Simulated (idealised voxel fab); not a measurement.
Presented below is a process module, voxel capacitor over wiring.
Section shown: cut. Width: 295 nm. Cell size: 5 nm, square.
Cross-section format: a grid of square cells, given as bands from top to bottom; each band is one or more rows of cells. Heads up on the band format: heights come first, top then bottom, in nm. After that it's the materials left to right, each with its width in nm. A single material flagged "everywhere" fills the whole band edge to edge, and "air" means there's empty space there. Below 0: as-received wafer, all one material; heights counted from there. Lowest band: no bottom, goes on down, written "0..down". With a width like "30->40", each row of cells in the band differs from the next by the same amount, the top row carrying the first number and the bottom row the second. Reading "no alteration" for a step: not a cell of the cross-section changed in it. Closed empty spaces (no open way to the top) of 8 cells or more are what "Closed void list" lists, each as width x height at distance from the left edge, nm for all three. Formally, on a step line, whatever follows the settings is a remark that the simulator itself makes on the step. If you see "overlay nm" on a step's line and that step has a mask, it's telling you how far right of where it was planned the mask ended up; a negative number means it went left instead. In what follows, pairs of cross-sections are presented, each taken before and after one process step, with the after cross-section shown only down to the lowest band that was altered; the step, together with its settings, is stated below the pair. The pairs may stem from different runs of this module on the same starting wafer; accordingly, a pair should be taken as continuing from the one above it solely where its entry headed "Incoming structure" indicates as much.
### Incoming structure
0..down = Si everywhere
Closed void list: none
### As Processed
10..0 = SiO2 everywhere
Anything lower than 0 is untouched.
Closed void list: none
The before and after cross-sections above are linked by CONFORMAL_DEP with material SiO2, thk nm 10
Incoming structure: The initial state for this step is given by the after cross-section of the immediately preceding pair.
### As Processed
15..10 = TiN everywhere
Anything lower than 10 is untouched.
Closed void list: none
The before and after cross-sections above are linked by DIRECTIONAL_DEP with material TiN, thk nm 5
Incoming structure: The initial state for this step is given by the after cross-section of the immediately preceding pair.
### As Processed
35..15 = W everywhere
Anything lower than 15 is untouched.
Closed void list: none
The before and after cross-sections above are linked by DIRECTIONAL_DEP with material W, thk nm 20
Incoming structure: The initial state for this step is given by the after cross-section of the immediately preceding pair.
### As Processed
35..15 = air 80 nm / W 30 nm / air 70 nm / W 30 nm / air 85 nm
Anything lower than 15 is untouched.
Closed void list: none
The before and after cross-sections above are linked by MASKED_ETCH with tone cover, mask id METAL_1, width nm 30, pitch nm 100, etch materials W, depth nm 20, overlay nm 0
Incoming structure: The initial state for this step is given by the after cross-section of the immediately preceding pair.
### As Processed
35..15 = air 80 nm / W 30 nm / air 70 nm / W 30 nm / air 85 nm
15..10 = air 80 nm / TiN 30 nm / air 70 nm / TiN 30 nm / air 85 nm
Anything lower than 10 is untouched.
Closed void list: none
The before and after cross-sections above are linked by MASKED_ETCH with tone cover, mask id METAL_1, width nm 30, pitch nm 100, etch materials TiN, depth nm 5, overlay nm 0
Incoming structure: The initial state for this step is given by the after cross-section of the immediately preceding pair.
### As Processed
40..35 = SiO2 everywhere
35..15 = SiO2 80 nm / W 30 nm / SiO2 70 nm / W 30 nm / SiO2 85 nm
15..10 = SiO2 80 nm / TiN 30 nm / SiO2 70 nm / TiN 30 nm / SiO2 85 nm
Anything lower than 10 is untouched.
Closed void list: none
The before and after cross-sections above are linked by FILL_DEP with material SiO2, thk nm 5
Incoming structure: The initial state for this step is given by the after cross-section of the immediately preceding pair.
### As Processed
35..15 = SiO2 80 nm / W 30 nm / SiO2 70 nm / W 30 nm / SiO2 85 nm
Anything lower than 15 is untouched.
Closed void list: none
The before and after cross-sections above are linked by CMP with height nm 35
Incoming structure: The initial state for this step is given by the after cross-section of the immediately preceding pair.
### As Processed
40..35 = SiCN everywhere
Anything lower than 35 is untouched.
Closed void list: none
The before and after cross-sections above are linked by CONFORMAL_DEP with material SiCN, thk nm 5
Incoming structure: The initial state for this step is given by the after cross-section of the immediately preceding pair.
### As Processed
60..40 = lowk everywhere
Anything lower than 40 is untouched.
Closed void list: none
The before and after cross-sections above are linked by DIRECTIONAL_DEP with material lowk, thk nm 20
Incoming structure: The initial state for this step is given by the after cross-section of the immediately preceding pair.
### As Processed
60..40 = lowk 95 nm / air 15 nm / lowk 185 nm
Anything lower than 40 is untouched.
Closed void list: none
The before and after cross-sections above are linked by MASKED_ETCH with tone open, mask id PLUG_1, width nm 15, etch materials lowk, depth nm 20, overlay nm 0
Incoming structure: The initial state for this step is given by the after cross-section of the immediately preceding pair.
### As Processed
60..40 = lowk 95 nm / air 15 nm / lowk 185 nm
40..35 = SiCN 95 nm / air 15 nm / SiCN 185 nm
Anything lower than 35 is untouched.
Closed void list: none
The before and after cross-sections above are linked by MASKED_ETCH with tone open, mask id PLUG_1, width nm 15, etch materials SiCN, depth nm 5, overlay nm 0
Incoming structure: The initial state for this step is given by the after cross-section of the immediately preceding pair.
### As Processed
60..45 = lowk 95 nm / air 15 nm / lowk 185 nm
45..40 = lowk 95 nm / Ru 15 nm / lowk 185 nm
40..35 = SiCN 95 nm / Ru 15 nm / SiCN 185 nm
Anything lower than 35 is untouched.
Closed void list: none
The before and after cross-sections above are linked by EPI with material Ru, thk nm 10
Incoming structure: The initial state for this step is given by the after cross-section of the immediately preceding pair.
### As Processed
60..55 = lowk 95 nm / air 15 nm / lowk 185 nm
55..40 = lowk 95 nm / Ru 15 nm / lowk 185 nm
Anything lower than 40 is untouched.
Closed void list: none
The before and after cross-sections above are linked by EPI with material Ru, thk nm 10
Incoming structure: The initial state for this step is given by the after cross-section of the immediately preceding pair.
### As Processed
60..40 = lowk 95 nm / Ru 15 nm / lowk 185 nm
Anything lower than 40 is untouched.
Closed void list: none
The before and after cross-sections above are linked by EPI with material Ru, thk nm 5
Incoming structure: The initial state for this step is given by the after cross-section of the immediately preceding pair.
### As Processed
65..60 = TiN everywhere
Anything lower than 60 is untouched.
Closed void list: none
The before and after cross-sections above are linked by DIRECTIONAL_DEP with material TiN, thk nm 5
Incoming structure: The initial state for this step is given by the after cross-section of the immediately preceding pair.
### As Processed
70..65 = Al2O3 everywhere
Anything lower than 65 is untouched.
Closed void list: none
The before and after cross-sections above are linked by DIRECTIONAL_DEP with material Al2O3, thk nm 5
Incoming structure: The initial state for this step is given by the after cross-section of the immediately preceding pair.
### As Processed
75..70 = TiN everywhere
Anything lower than 70 is untouched.
Closed void list: none
The before and after cross-sections above are linked by DIRECTIONAL_DEP with material TiN, thk nm 5
Incoming structure: The initial state for this step is given by the after cross-section of the immediately preceding pair.
### As Processed
90..75 = aC everywhere
Anything lower than 75 is untouched.
Closed void list: none
The before and after cross-sections above are linked by DIRECTIONAL_DEP with material aC, thk nm 15
Incoming structure: The initial state for this step is given by the after cross-section of the immediately preceding pair.
### As Processed
120..90 = air 95 nm / resist 75 nm / air 125 nm
Anything lower than 90 is untouched.
Closed void list: none
The before and after cross-sections above are linked by PATTERN with tone cover, mask id UPPER_PLATE, material resist, width nm 75, thk nm 30, overlay nm 0
Incoming structure: The initial state for this step is given by the after cross-section of the immediately preceding pair.
### As Processed
105..90 = air 95 nm / resist 75 nm / air 125 nm
90..75 = air 95 nm / aC 75 nm / air 125 nm
Anything lower than 75 is untouched.
Closed void list: none
The before and after cross-sections above are linked by DIRECTIONAL_ETCH with etch materials aC, depth nm 15
Incoming structure: The initial state for this step is given by the after cross-section of the immediately preceding pair.
### As Processed
90..75 = air 95 nm / aC 75 nm / air 125 nm
Anything lower than 75 is untouched.
Closed void list: none
The before and after cross-sections above are linked by STRIP with etch materials resist
Incoming structure: The initial state for this step is given by the after cross-section of the immediately preceding pair.
### As Processed
90..75 = air 95 nm / aC 75 nm / air 125 nm
75..70 = air 95 nm / TiN 75 nm / air 125 nm
Anything lower than 70 is untouched.
Closed void list: none
The before and after cross-sections above are linked by DIRECTIONAL_ETCH with etch materials TiN, depth nm 5
Incoming structure: The initial state for this step is given by the after cross-section of the immediately preceding pair.
### As Processed
90..75 = air 95 nm / aC 75 nm / air 125 nm
75..70 = air 95 nm / TiN 75 nm / air 125 nm
70..65 = air 95 nm / Al2O3 75 nm / air 125 nm
Anything lower than 65 is untouched.
Closed void list: none
The before and after cross-sections above are linked by DIRECTIONAL_ETCH with etch materials Al2O3, depth nm 5
Incoming structure: The initial state for this step is given by the after cross-section of the immediately preceding pair.
### As Processed
75..70 = air 95 nm / TiN 75 nm / air 125 nm
Anything lower than 70 is untouched.
Closed void list: none
The before and after cross-sections above are linked by STRIP with etch materials aC
Incoming structure: The initial state for this step is given by the after cross-section of the immediately preceding pair.
### As Processed
85..75 = air 95 nm / aC 75 nm / air 125 nm
75..70 = aC 95 nm / TiN 75 nm / aC 125 nm
70..65 = aC 95 nm / Al2O3 75 nm / aC 125 nm
Anything lower than 65 is untouched.
Closed void list: none
The before and after cross-sections above are linked by DIRECTIONAL_DEP with material aC, thk nm 10
Incoming structure: The initial state for this step is given by the after cross-section of the immediately preceding pair.
### As Processed
115..85 = air 90 nm / resist 85 nm / air 120 nm
85..75 = air 90 nm / resist 5 nm / aC 75 nm / resist 5 nm / air 120 nm
Anything lower than 75 is untouched.
Closed void list: none
The before and after cross-sections above are linked by PATTERN with tone cover, mask id LOWER_PLATE, material resist, width nm 85, thk nm 30, overlay nm 0
Incoming structure: The initial state for this step is given by the after cross-section of the immediately preceding pair.
### As Processed
105..85 = air 90 nm / resist 85 nm / air 120 nm
85..75 = air 90 nm / resist 5 nm / aC 75 nm / resist 5 nm / air 120 nm
75..70 = air 90 nm / aC 5 nm / TiN 75 nm / aC 5 nm / air 120 nm
70..65 = air 90 nm / aC 5 nm / Al2O3 75 nm / aC 5 nm / air 120 nm
Anything lower than 65 is untouched.
Closed void list: none
The before and after cross-sections above are linked by DIRECTIONAL_ETCH with etch materials aC, depth nm 10
Incoming structure: The initial state for this step is given by the after cross-section of the immediately preceding pair.
### As Processed
85..75 = air 95 nm / aC 75 nm / air 125 nm
Anything lower than 75 is untouched.
Closed void list: none
The before and after cross-sections above are linked by STRIP with etch materials resist
Incoming structure: The initial state for this step is given by the after cross-section of the immediately preceding pair.
### As Processed
85..75 = air 95 nm / aC 75 nm / air 125 nm
75..70 = air 90 nm / aC 5 nm / TiN 75 nm / aC 5 nm / air 120 nm
70..65 = air 90 nm / aC 5 nm / Al2O3 75 nm / aC 5 nm / air 120 nm
65..60 = air 90 nm / TiN 85 nm / air 120 nm
Anything lower than 60 is untouched.
Closed void list: none
The before and after cross-sections above are linked by DIRECTIONAL_ETCH with etch materials TiN, depth nm 5
Incoming structure: The initial state for this step is given by the after cross-section of the immediately preceding pair.
### As Processed
75..70 = air 95 nm / TiN 75 nm / air 125 nm
70..65 = air 95 nm / Al2O3 75 nm / air 125 nm
Anything lower than 65 is untouched.
Closed void list: none
The before and after cross-sections above are linked by STRIP with etch materials aC
Incoming structure: The initial state for this step is given by the after cross-section of the immediately preceding pair.
### As Processed
95..75 = SiO2 everywhere
75..70 = SiO2 95 nm / TiN 75 nm / SiO2 125 nm
70..65 = SiO2 95 nm / Al2O3 75 nm / SiO2 125 nm
65..60 = SiO2 90 nm / TiN 85 nm / SiO2 120 nm
Anything lower than 60 is untouched.
Closed void list: none
The before and after cross-sections above are linked by FILL_DEP with material SiO2, thk nm 20
Incoming structure: The initial state for this step is given by the after cross-section of the immediately preceding pair.
### As Processed
90..75 = SiO2 everywhere
Anything lower than 75 is untouched.
Closed void list: none
The before and after cross-sections above are linked by CMP with height nm 90
Incoming structure: The initial state for this step is given by the after cross-section of the immediately preceding pair.
### As Processed
105..90 = resist 105 nm / air 15 nm / resist 175 nm
Anything lower than 90 is untouched.
Closed void list: none
The before and after cross-sections above are linked by PATTERN with tone open, mask id PLUG_2, material resist, width nm 15, thk nm 15, overlay nm 0
Incoming structure: The initial state for this step is given by the after cross-section of the immediately preceding pair.
### As Processed
105..90 = resist 105 nm / air 15 nm / resist 175 nm
90..75 = SiO2 105 nm / air 15 nm / SiO2 175 nm
Anything lower than 75 is untouched.
Closed void list: none
The before and after cross-sections above are linked by DIRECTIONAL_ETCH with etch materials SiO2, depth nm 15
Incoming structure: The initial state for this step is given by the after cross-section of the immediately preceding pair.
### As Processed
90..75 = SiO2 105 nm / air 15 nm / SiO2 175 nm
Anything lower than 75 is untouched.
Closed void list: none
The before and after cross-sections above are linked by STRIP with etch materials resist
Incoming structure: The initial state for this step is given by the after cross-section of the immediately preceding pair.
### As Processed
95..90 = TiN 110 nm / air 5 nm / TiN 180 nm
90..80 = SiO2 105 nm / TiN 5 nm / air 5 nm / TiN 5 nm / SiO2 175 nm
80..70 = SiO2 105->95 nm / TiN 15->75 nm / SiO2 175->125 nm
Anything lower than 70 is untouched.
Closed void list: none
The before and after cross-sections above are linked by CONFORMAL_DEP with material TiN, thk nm 5
Incoming structure: The initial state for this step is given by the after cross-section of the immediately preceding pair.
### As Processed
105..95 = Ru everywhere
95..90 = TiN 110 nm / Ru 5 nm / TiN 180 nm
90..80 = SiO2 105 nm / TiN 5 nm / Ru 5 nm / TiN 5 nm / SiO2 175 nm
Anything lower than 80 is untouched.
Closed void list: none
The before and after cross-sections above are linked by FILL_DEP with material Ru, thk nm 10
Incoming structure: The initial state for this step is given by the after cross-section of the immediately preceding pair.
### As Processed
90..80 = SiO2 105 nm / TiN 5 nm / Ru 5 nm / TiN 5 nm / SiO2 175 nm
Anything lower than 80 is untouched.
Closed void list: none
The before and after cross-sections above are linked by CMP with height nm 90
Incoming structure: The initial state for this step is given by the after cross-section of the immediately preceding pair.
### As Processed
95..90 = SiCN everywhere
Anything lower than 90 is untouched.
Closed void list: none
The before and after cross-sections above are linked by CONFORMAL_DEP with material SiCN, thk nm 5
### Incoming structure
105..95 = Ru everywhere
95..90 = TiN 110 nm / Ru 5 nm / TiN 180 nm
90..80 = SiO2 105 nm / TiN 5 nm / Ru 5 nm / TiN 5 nm / SiO2 175 nm
80..70 = SiO2 105->95 nm / TiN 15->75 nm / SiO2 175->125 nm
70..65 = SiO2 95 nm / Al2O3 75 nm / SiO2 125 nm
65..60 = SiO2 90 nm / TiN 85 nm / SiO2 120 nm
60..40 = lowk 95 nm / Ru 15 nm / lowk 185 nm
40..35 = SiCN 95 nm / Ru 15 nm / SiCN 185 nm
35..15 = SiO2 80 nm / W 30 nm / SiO2 70 nm / W 30 nm / SiO2 85 nm
15..10 = SiO2 80 nm / TiN 30 nm / SiO2 70 nm / TiN 30 nm / SiO2 85 nm
10..0 = SiO2 everywhere
0..down = Si everywhere
Closed void list: none
### As Processed
110..105 = SiCN everywhere
Anything lower than 105 is untouched.
Closed void list: none
The before and after cross-sections above are linked by CONFORMAL_DEP with material SiCN, thk nm 5
### Incoming structure
60..55 = lowk 95 nm / air 15 nm / lowk 185 nm
55..40 = lowk 95 nm / Ru 15 nm / lowk 185 nm
40..35 = SiCN 95 nm / Ru 15 nm / SiCN 185 nm
35..15 = SiO2 80 nm / W 30 nm / SiO2 70 nm / W 30 nm / SiO2 85 nm
15..10 = SiO2 80 nm / TiN 30 nm / SiO2 70 nm / TiN 30 nm / SiO2 85 nm
10..0 = SiO2 everywhere
0..down = Si everywhere
Closed void list: none
### As Processed
65..60 = air 90 nm / Ru 25 nm / air 180 nm
60..40 = lowk 95 nm / Ru 15 nm / lowk 185 nm
Anything lower than 40 is untouched.
Closed void list: none
The before and after cross-sections above are linked by EPI with material Ru, thk nm 10
Incoming structure: The initial state for this step is given by the after cross-section of the immediately preceding pair.
### As Processed
70..60 = air 85 nm / Ru 35 nm / air 175 nm
Anything lower than 60 is untouched.
Closed void list: none
The before and after cross-sections above are linked by EPI with material Ru, thk nm 5
Incoming structure: The initial state for this step is given by the after cross-section of the immediately preceding pair.
### As Processed
75..70 = air 85 nm / TiN 35 nm / air 175 nm
70..65 = air 85 nm / Ru 35 nm / air 175 nm
65..60 = TiN 85 nm / Ru 35 nm / TiN 175 nm
Anything lower than 60 is untouched.
Closed void list: none
The before and after cross-sections above are linked by DIRECTIONAL_DEP with material TiN, thk nm 5
Incoming structure: The initial state for this step is given by the after cross-section of the immediately preceding pair.
### As Processed
80..75 = air 85 nm / Al2O3 35 nm / air 175 nm
75..70 = air 85 nm / TiN 35 nm / air 175 nm
70..65 = Al2O3 85 nm / Ru 35 nm / Al2O3 175 nm
Anything lower than 65 is untouched.
Closed void list: none
The before and after cross-sections above are linked by DIRECTIONAL_DEP with material Al2O3, thk nm 5
Incoming structure: The initial state for this step is given by the after cross-section of the immediately preceding pair.
### As Processed
85..80 = air 85 nm / TiN 35 nm / air 175 nm
80..75 = air 85 nm / Al2O3 35 nm / air 175 nm
75..70 = TiN everywhere
Anything lower than 70 is untouched.
Closed void list: none
The before and after cross-sections above are linked by DIRECTIONAL_DEP with material TiN, thk nm 5
Incoming structure: The initial state for this step is given by the after cross-section of the immediately preceding pair.
### As Processed
100..90 = air 85 nm / aC 35 nm / air 175 nm
90..85 = aC everywhere
85..80 = aC 85 nm / TiN 35 nm / aC 175 nm
80..75 = aC 85 nm / Al2O3 35 nm / aC 175 nm
Anything lower than 75 is untouched.
Closed void list: none
The before and after cross-sections above are linked by DIRECTIONAL_DEP with material aC, thk nm 15
Incoming structure: The initial state for this step is given by the after cross-section of the immediately preceding pair.
### As Processed
130..100 = air 95 nm / resist 75 nm / air 125 nm
100..90 = air 85 nm / aC 35 nm / resist 50 nm / air 125 nm
Anything lower than 90 is untouched.
Closed void list: none
The before and after cross-sections above are linked by PATTERN with tone cover, mask id UPPER_PLATE, material resist, width nm 75, thk nm 30, overlay nm 0
Incoming structure: The initial state for this step is given by the after cross-section of the immediately preceding pair.
### As Processed
115..100 = air 95 nm / resist 75 nm / air 125 nm
100..90 = air 95 nm / aC 25 nm / resist 50 nm / air 125 nm
90..85 = air 95 nm / aC 75 nm / air 125 nm
85..80 = air 85 nm / TiN 35 nm / aC 50 nm / air 125 nm
80..75 = air 85 nm / Al2O3 35 nm / aC 50 nm / air 125 nm
Anything lower than 75 is untouched.
Closed void list: none
The before and after cross-sections above are linked by DIRECTIONAL_ETCH with etch materials aC, depth nm 15
Incoming structure: The initial state for this step is given by the after cross-section of the immediately preceding pair.
### As Processed
100..90 = air 95 nm / aC 25 nm / air 175 nm
Anything lower than 90 is untouched.
Closed void list: none
The before and after cross-sections above are linked by STRIP with etch materials resist
Incoming structure: The initial state for this step is given by the after cross-section of the immediately preceding pair.
### As Processed
100..90 = air 95 nm / aC 25 nm / air 175 nm
90..85 = air 95 nm / aC 75 nm / air 125 nm
85..80 = air 95 nm / TiN 25 nm / aC 50 nm / air 125 nm
80..75 = air 85 nm / Al2O3 35 nm / aC 50 nm / air 125 nm
75..70 = air 85 nm / TiN 85 nm / air 125 nm
Anything lower than 70 is untouched.
Closed void list: none
The before and after cross-sections above are linked by DIRECTIONAL_ETCH with etch materials TiN, depth nm 5
Incoming structure: The initial state for this step is given by the after cross-section of the immediately preceding pair.
### As Processed
100..90 = air 95 nm / aC 25 nm / air 175 nm
90..85 = air 95 nm / aC 75 nm / air 125 nm
85..80 = air 95 nm / TiN 25 nm / aC 50 nm / air 125 nm
80..75 = air 95 nm / Al2O3 25 nm / aC 50 nm / air 125 nm
75..70 = air 85 nm / TiN 85 nm / air 125 nm
70..65 = air 85 nm / Ru 35 nm / Al2O3 50 nm / air 125 nm
Anything lower than 65 is untouched.
Closed void list: none
The before and after cross-sections above are linked by DIRECTIONAL_ETCH with etch materials Al2O3, depth nm 5
Incoming structure: The initial state for this step is given by the after cross-section of the immediately preceding pair.
### As Processed
85..80 = air 95 nm / TiN 25 nm / air 175 nm
80..75 = air 95 nm / Al2O3 25 nm / air 175 nm
Anything lower than 75 is untouched.
Closed void list: none
The before and after cross-sections above are linked by STRIP with etch materials aC
Incoming structure: The initial state for this step is given by the after cross-section of the immediately preceding pair.
### As Processed
95..85 = air 95 nm / aC 25 nm / air 175 nm
85..80 = air 85 nm / aC 10 nm / TiN 25 nm / aC 50 nm / air 125 nm
80..75 = air 85 nm / aC 10 nm / Al2O3 25 nm / aC 50 nm / air 125 nm
75..70 = aC 85 nm / TiN 85 nm / aC 125 nm
70..65 = aC 85 nm / Ru 35 nm / Al2O3 50 nm / aC 125 nm
Anything lower than 65 is untouched.
Closed void list: none
The before and after cross-sections above are linked by DIRECTIONAL_DEP with material aC, thk nm 10
Incoming structure: The initial state for this step is given by the after cross-section of the immediately preceding pair.
### As Processed
125..95 = air 90 nm / resist 85 nm / air 120 nm
95..85 = air 90 nm / resist 5 nm / aC 25 nm / resist 55 nm / air 120 nm
85..80 = air 85 nm / aC 10 nm / TiN 25 nm / aC 50 nm / resist 5 nm / air 120 nm
80..75 = air 85 nm / aC 10 nm / Al2O3 25 nm / aC 50 nm / resist 5 nm / air 120 nm
Anything lower than 75 is untouched.
Closed void list: none
The before and after cross-sections above are linked by PATTERN with tone cover, mask id LOWER_PLATE, material resist, width nm 85, thk nm 30, overlay nm 0
Incoming structure: The initial state for this step is given by the after cross-section of the immediately preceding pair.
### As Processed
115..95 = air 90 nm / resist 85 nm / air 120 nm
95..85 = air 90 nm / resist 5 nm / aC 25 nm / resist 55 nm / air 120 nm
85..80 = air 90 nm / aC 5 nm / TiN 25 nm / aC 50 nm / resist 5 nm / air 120 nm
80..75 = air 90 nm / aC 5 nm / Al2O3 25 nm / aC 50 nm / resist 5 nm / air 120 nm
75..70 = air 85 nm / TiN 85 nm / aC 5 nm / air 120 nm
70..65 = air 85 nm / Ru 35 nm / Al2O3 50 nm / aC 5 nm / air 120 nm
Anything lower than 65 is untouched.
Closed void list: none
The before and after cross-sections above are linked by DIRECTIONAL_ETCH with etch materials aC, depth nm 10
Incoming structure: The initial state for this step is given by the after cross-section of the immediately preceding pair.
### As Processed
95..85 = air 95 nm / aC 25 nm / air 175 nm
85..80 = air 90 nm / aC 5 nm / TiN 25 nm / aC 50 nm / air 125 nm
80..75 = air 90 nm / aC 5 nm / Al2O3 25 nm / aC 50 nm / air 125 nm
Anything lower than 75 is untouched.
Closed void list: none
The before and after cross-sections above are linked by STRIP with etch materials resist
Incoming structure: The initial state for this step is given by the after cross-section of the immediately preceding pair.
### As Processed
95..85 = air 95 nm / aC 25 nm / air 175 nm
85..80 = air 90 nm / aC 5 nm / TiN 25 nm / aC 50 nm / air 125 nm
80..75 = air 90 nm / aC 5 nm / Al2O3 25 nm / aC 50 nm / air 125 nm
75..70 = air 90 nm / TiN 80 nm / aC 5 nm / air 120 nm
70..65 = air 85 nm / Ru 35 nm / Al2O3 50 nm / aC 5 nm / air 120 nm
65..60 = air 85 nm / Ru 35 nm / TiN 55 nm / air 120 nm
Anything lower than 60 is untouched.
Closed void list: none
The before and after cross-sections above are linked by DIRECTIONAL_ETCH with etch materials TiN, depth nm 5
Incoming structure: The initial state for this step is given by the after cross-section of the immediately preceding pair.
### As Processed
85..80 = air 95 nm / TiN 25 nm / air 175 nm
80..75 = air 95 nm / Al2O3 25 nm / air 175 nm
75..70 = air 90 nm / TiN 80 nm / air 125 nm
70..65 = air 85 nm / Ru 35 nm / Al2O3 50 nm / air 125 nm
Anything lower than 65 is untouched.
Closed void list: none
The before and after cross-sections above are linked by STRIP with etch materials aC
Incoming structure: The initial state for this step is given by the after cross-section of the immediately preceding pair.
### As Processed
105..85 = SiO2 everywhere
85..80 = SiO2 95 nm / TiN 25 nm / SiO2 175 nm
80..75 = SiO2 95 nm / Al2O3 25 nm / SiO2 175 nm
75..70 = SiO2 90 nm / TiN 80 nm / SiO2 125 nm
70..65 = SiO2 85 nm / Ru 35 nm / Al2O3 50 nm / SiO2 125 nm
65..60 = SiO2 85 nm / Ru 35 nm / TiN 55 nm / SiO2 120 nm
Anything lower than 60 is untouched.
Closed void list: none
The before and after cross-sections above are linked by FILL_DEP with material SiO2, thk nm 20
Incoming structure: The initial state for this step is given by the after cross-section of the immediately preceding pair.
### As Processed
90..85 = SiO2 everywhere
Anything lower than 85 is untouched.
Closed void list: none
The before and after cross-sections above are linked by CMP with height nm 90
Incoming structure: The initial state for this step is given by the after cross-section of the immediately preceding pair.
### As Processed
105..90 = resist 105 nm / air 15 nm / resist 175 nm
Anything lower than 90 is untouched.
Closed void list: none
The before and after cross-sections above are linked by PATTERN with tone open, mask id PLUG_2, material resist, width nm 15, thk nm 15, overlay nm 0
Incoming structure: The initial state for this step is given by the after cross-section of the immediately preceding pair.
### As Processed
105..90 = resist 105 nm / air 15 nm / resist 175 nm
90..85 = SiO2 105 nm / air 15 nm / SiO2 175 nm
Anything lower than 85 is untouched.
Closed void list: none
The before and after cross-sections above are linked by DIRECTIONAL_ETCH with etch materials SiO2, depth nm 15
Incoming structure: The initial state for this step is given by the after cross-section of the immediately preceding pair.
### As Processed
90..85 = SiO2 105 nm / air 15 nm / SiO2 175 nm
Anything lower than 85 is untouched.
Closed void list: none
The before and after cross-sections above are linked by STRIP with etch materials resist
Incoming structure: The initial state for this step is given by the after cross-section of the immediately preceding pair.
### As Processed
95..90 = TiN 110 nm / air 5 nm / TiN 180 nm
90..80 = SiO2 105->95 nm / TiN 15->25 nm / SiO2 175 nm
Anything lower than 80 is untouched.
Closed void list: none
The before and after cross-sections above are linked by CONFORMAL_DEP with material TiN, thk nm 5
Incoming structure: The initial state for this step is given by the after cross-section of the immediately preceding pair.
### As Processed
105..95 = Ru everywhere
95..90 = TiN 110 nm / Ru 5 nm / TiN 180 nm
Anything lower than 90 is untouched.
Closed void list: none
The before and after cross-sections above are linked by FILL_DEP with material Ru, thk nm 10
Incoming structure: The initial state for this step is given by the after cross-section of the immediately preceding pair.
### As Processed
90..80 = SiO2 105->95 nm / TiN 15->25 nm / SiO2 175 nm
Anything lower than 80 is untouched.
Closed void list: none
The before and after cross-sections above are linked by CMP with height nm 90
Incoming structure: The initial state for this step is given by the after cross-section of the immediately preceding pair.
### As Processed
95..90 = SiCN everywhere
Anything lower than 90 is untouched.
Closed void list: none
The before and after cross-sections above are linked by CONFORMAL_DEP with material SiCN, thk nm 5
### Incoming structure
10..0 = SiO2 everywhere
0..down = Si everywhere
Closed void list: none
### As Processed
30..10 = W everywhere
Anything lower than 10 is untouched.
Closed void list: none
The before and after cross-sections above are linked by DIRECTIONAL_DEP with material W, thk nm 20
Incoming structure: The initial state for this step is given by the after cross-section of the immediately preceding pair.
### As Processed
35..30 = TiN everywhere
Anything lower than 30 is untouched.
Closed void list: none
The before and after cross-sections above are linked by DIRECTIONAL_DEP with material TiN, thk nm 5
Incoming structure: The initial state for this step is given by the after cross-section of the immediately preceding pair.
### As Processed
35..30 = air 80 nm / TiN 30 nm / air 70 nm / TiN 30 nm / air 85 nm
Anything lower than 30 is untouched.
Closed void list: none
The before and after cross-sections above are linked by MASKED_ETCH with tone cover, mask id METAL_1, width nm 30, pitch nm 100, etch materials TiN, depth nm 5, overlay nm 0
Incoming structure: The initial state for this step is given by the after cross-section of the immediately preceding pair.
### As Processed
40..35 = SiO2 everywhere
35..30 = SiO2 80 nm / TiN 30 nm / SiO2 70 nm / TiN 30 nm / SiO2 85 nm
Anything lower than 30 is untouched.
Closed void list: none
The before and after cross-sections above are linked by FILL_DEP with material SiO2, thk nm 5
Incoming structure: The initial state for this step is given by the after cross-section of the immediately preceding pair.
### As Processed
35..30 = SiO2 80 nm / TiN 30 nm / SiO2 70 nm / TiN 30 nm / SiO2 85 nm
Anything lower than 30 is untouched.
Closed void list: none
The before and after cross-sections above are linked by CMP with height nm 35
Incoming structure: The initial state for this step is given by the after cross-section of the immediately preceding pair.
### As Processed
40..35 = SiCN everywhere
Anything lower than 35 is untouched.
Closed void list: none
The before and after cross-sections above are linked by CONFORMAL_DEP with material SiCN, thk nm 5
Incoming structure: The initial state for this step is given by the after cross-section of the immediately preceding pair.
### As Processed
60..40 = lowk everywhere
Anything lower than 40 is untouched.
Closed void list: none
The before and after cross-sections above are linked by DIRECTIONAL_DEP with material lowk, thk nm 20
Incoming structure: The initial state for this step is given by the after cross-section of the immediately preceding pair.
### As Processed
60..40 = lowk 95 nm / air 15 nm / lowk 185 nm
Anything lower than 40 is untouched.
Closed void list: none
The before and after cross-sections above are linked by MASKED_ETCH with tone open, mask id PLUG_1, width nm 15, etch materials lowk, depth nm 20, overlay nm 0
Incoming structure: The initial state for this step is given by the after cross-section of the immediately preceding pair.
### As Processed
60..40 = lowk 95 nm / air 15 nm / lowk 185 nm
40..35 = SiCN 95 nm / air 15 nm / SiCN 185 nm
Anything lower than 35 is untouched.
Closed void list: none
The before and after cross-sections above are linked by MASKED_ETCH with tone open, mask id PLUG_1, width nm 15, etch materials SiCN, depth nm 5, overlay nm 0
Incoming structure: The initial state for this step is given by the after cross-section of the immediately preceding pair.
### As Processed
60..45 = lowk 95 nm / air 15 nm / lowk 185 nm
45..40 = lowk 95 nm / Ru 15 nm / lowk 185 nm
40..35 = SiCN 95 nm / Ru 15 nm / SiCN 185 nm
Anything lower than 35 is untouched.
Closed void list: none
The before and after cross-sections above are linked by EPI with material Ru, thk nm 10
Incoming structure: The initial state for this step is given by the after cross-section of the immediately preceding pair.
### As Processed
60..55 = lowk 95 nm / air 15 nm / lowk 185 nm
55..40 = lowk 95 nm / Ru 15 nm / lowk 185 nm
Anything lower than 40 is untouched.
Closed void list: none
The before and after cross-sections above are linked by EPI with material Ru, thk nm 10
Incoming structure: The initial state for this step is given by the after cross-section of the immediately preceding pair.
### As Processed
60..40 = lowk 95 nm / Ru 15 nm / lowk 185 nm
Anything lower than 40 is untouched.
Closed void list: none
The before and after cross-sections above are linked by EPI with material Ru, thk nm 5
Incoming structure: The initial state for this step is given by the after cross-section of the immediately preceding pair.
### As Processed
65..60 = TiN everywhere
Anything lower than 60 is untouched.
Closed void list: none
The before and after cross-sections above are linked by DIRECTIONAL_DEP with material TiN, thk nm 5
Incoming structure: The initial state for this step is given by the after cross-section of the immediately preceding pair.
### As Processed
70..65 = Al2O3 everywhere
Anything lower than 65 is untouched.
Closed void list: none
The before and after cross-sections above are linked by DIRECTIONAL_DEP with material Al2O3, thk nm 5
Incoming structure: The initial state for this step is given by the after cross-section of the immediately preceding pair.
### As Processed
75..70 = TiN everywhere
Anything lower than 70 is untouched.
Closed void list: none
The before and after cross-sections above are linked by DIRECTIONAL_DEP with material TiN, thk nm 5
Incoming structure: The initial state for this step is given by the after cross-section of the immediately preceding pair.
### As Processed
90..75 = aC everywhere
Anything lower than 75 is untouched.
Closed void list: none
The before and after cross-sections above are linked by DIRECTIONAL_DEP with material aC, thk nm 15
